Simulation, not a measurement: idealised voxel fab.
Title: Process Module voxel transistor to metal
Shown is cross-section cut, with a width of 235 nm and square cells of size 5 nm.
Throughout this document, each cross-section is represented as a grid of square cells and is presented as a sequence of bands enumerated from the top downward, where a band comprises one or more rows of cells.
Look at the band entry: it leads with the top's height and the bottom's height in nm. Then it lists the materials left to right, with a width in nm for each. The word "throughout" on a single material says that material fills the band edge to edge. The word "empty" is empty space.
The level at which height equals 0 is the one under which the wafer, as it arrives, is entirely one material. No lower edge exists for the bottom band, which continues downward and is notated as in "0 -> down".
Note: "30->40" means the width goes from the first number (top row of the band) to the second number (bottom row) in equal steps per row of cells.
When a step is marked "no modification", none of the cells in the cross-section changed during that step.
For the entry "Closed void list", the listed items are empty spaces with no open way to the top whose size is 8 cells or more; each item follows the pattern width x height at distance, where distance is from the left edge and all three are in nm.
If you see something after the settings on a step's line, that's the simulator's own remark about that step.
The "overlay nm" setting may appear on a step's line; for a step that uses a mask, it gives how far to the right of its planned position the mask lay, and a negative value indicates the left.

[Planned step list for the process]
1. RECEIVE (material Si)
2. OXIDIZE (depth nm 5)
3. CONFORMAL_DEP (material SiN; thk nm 15)
4. DIRECTIONAL_DEP (material aC; thk nm 15)
5. PATTERN (tone cover; mask id ACTIVE; material resist; width nm 85; pitch nm 105; thk nm 35; overlay nm 0)
6. DIRECTIONAL_ETCH (etch materials aC; depth nm 15)
7. STRIP (etch materials resist)
8. DIRECTIONAL_ETCH (etch materials SiN; depth nm 15)
9. DIRECTIONAL_ETCH (etch materials SiO2; depth nm 5)
10. DIRECTIONAL_ETCH (etch materials Si; depth nm 30)
11. STRIP (etch materials aC)
12. OXIDIZE (depth nm 5)
13. FILL_DEP (material SiO2; thk nm 15)
14. CMP (height nm 15)
15. SELECTIVE_ETCH (etch materials SiO2; depth nm 10)
16. STRIP (etch materials SiN)
17. SELECTIVE_ETCH (etch materials SiO2; depth nm 5)
18. OXIDIZE (depth nm 5)
19. DIRECTIONAL_DEP (material polySi; thk nm 20)
20. DIRECTIONAL_DEP (material SiCN; thk nm 15)
21. DIRECTIONAL_DEP (material aC; thk nm 10)
22. PATTERN (tone cover; mask id GATE; material resist; width nm 15; pitch nm 105; thk nm 30; overlay nm 0)
23. DIRECTIONAL_ETCH (etch materials aC; depth nm 10)
24. STRIP (etch materials resist)
25. DIRECTIONAL_ETCH (etch materials SiCN; depth nm 25)
26. DIRECTIONAL_ETCH (etch materials polySi; depth nm 30)
27. STRIP (etch materials aC)
28. CONFORMAL_DEP (material SiO2; thk nm 5)
29. DIRECTIONAL_ETCH (etch materials SiO2; depth nm 5)
30. CONFORMAL_DEP (material SiN; thk nm 5)
31. DIRECTIONAL_ETCH (etch materials SiN; depth nm 5)
32. DIRECTIONAL_ETCH (etch materials SiO2; depth nm 5)
33. DIRECTIONAL_ETCH (etch materials Si; depth nm 5)
34. EPI (material SiGe; thk nm 5)
35. FILL_DEP (material SiO2; thk nm 5)
36. CMP (height nm 30)
37. DIRECTIONAL_DEP (material SiO2; thk nm 10)
38. PATTERN (tone open; mask id CONTACT; material resist; width nm 15; thk nm 15; overlay nm 0)
39. DIRECTIONAL_ETCH (etch materials SiO2; depth nm 50)
40. STRIP (etch materials resist)
41. CONFORMAL_DEP (material TiN; thk nm 5)
42. FILL_DEP (material W; thk nm 10)
43. CMP (height nm 40)
44. DIRECTIONAL_DEP (material TiN; thk nm 5)
45. DIRECTIONAL_DEP (material W; thk nm 25)
46. MASKED_ETCH (tone cover; mask id METAL_1; width nm 15; etch materials W; depth nm 25; overlay nm 0)
47. MASKED_ETCH (tone cover; mask id METAL_1; width nm 15; etch materials TiN; depth nm 5; overlay nm 0)
48. FILL_DEP (material SiO2; thk nm 10)
49. CMP (height nm 70)
50. CONFORMAL_DEP (material SiCN; thk nm 5)
51. DIRECTIONAL_DEP (material SiO2; thk nm 30)
52. PATTERN (tone open; mask id METAL_2; material resist; width nm 15; pitch nm 105; thk nm 15; overlay nm 0)
53. DIRECTIONAL_ETCH (etch materials SiO2; depth nm 15)
54. STRIP (etch materials resist)
55. PATTERN (tone open; mask id METAL_2_HOLES; material resist; width nm 15; pitch nm 105; thk nm 20; overlay nm 0)
56. DIRECTIONAL_ETCH (etch materials SiO2; depth nm 15)
57. DIRECTIONAL_ETCH (etch materials SiCN; depth nm 5)
58. STRIP (etch materials resist)
59. CONFORMAL_DEP (material TiN; thk nm 5)
60. FILL_DEP (material Ru; thk nm 5)
61. CMP (height nm 105)
62. CONFORMAL_DEP (material SiCN; thk nm 5)

[As-received state of the wafer in cross-section, equivalent to post-step 1]
> 0 -> down  Si throughout
> Closed void list: none

[End-of-module cross-section. Starting structure and process plan as above; one mistake made in running it]
> 110 -> 105  SiCN throughout
> 105 -> 75  25 of SiO2 | 5 of TiN | 5 of Ru | 5 of TiN | 90 of SiO2 | 5 of TiN | 5 of Ru | 5 of TiN | 90 of SiO2
> 75 -> 70  25 of SiCN | 15 of TiN | 90 of SiCN | 15 of TiN | 90 of SiCN
> 70 -> 45  25 of SiO2 | 15 of W | 45 of SiO2 | 15 of W | 30 of SiO2 | 15 of W | 45 of SiO2 | 15 of W | 30 of SiO2
> 45 -> 40  25 of SiO2 | 15 of TiN | 45 of SiO2 | 15 of TiN | 30 of SiO2 | 15 of TiN | 45 of SiO2 | 15 of TiN | 30 of SiO2
> 40 -> 30  25 of SiO2 | 5 of TiN | 5 of W | 5 of TiN | 45 of SiO2 | 5 of TiN | 5 of W | 5 of TiN | 30 of SiO2 | 5 of TiN | 5 of W | 5 of TiN | 45 of SiO2 | 5 of TiN | 5 of W | 5 of TiN | 30 of SiO2
> 30 -> 20  25 of SiO2 | 5 of TiN | 5 of W | 5 of TiN | 5 of SiO2 | 5 of SiN | 5 of SiO2 | 15 of polySi | 5 of SiO2 | 5 of SiN | 5 of SiO2 | 5 of TiN | 5 of W | 5 of TiN | 30 of SiO2 | 5 of TiN | 5 of W | 5 of TiN | 5 of SiO2 | 5 of SiN | 5 of SiO2 | 15 of polySi | 5 of SiO2 | 5 of SiN | 5 of SiO2 | 5 of TiN | 5 of W | 5 of TiN | 30 of SiO2
> 20 -> 15  25 of SiO2 | 15 of TiN | 5 of SiO2 | 5 of SiN | 5 of SiO2 | 15 of polySi | 5 of SiO2 | 5 of SiN | 5 of SiO2 | 15 of TiN | 30 of SiO2 | 15 of TiN | 5 of SiO2 | 5 of SiN | 5 of SiO2 | 15 of polySi | 5 of SiO2 | 5 of SiN | 5 of SiO2 | 15 of TiN | 30 of SiO2
> 15 -> 0  20 of SiO2 | 85 of SiN | 20 of SiO2 | 85 of SiN | 25 of SiO2
> 0 -> -5  SiO2 throughout
> -5 -> -40  25 of SiO2 | 75 of Si | 30 of SiO2 | 75 of Si | 30 of SiO2
> -40 -> down  Si throughout
> Closed void list: none
Nonconformance to the process plan: the run left out plan step 14 entirely, so it was never executed
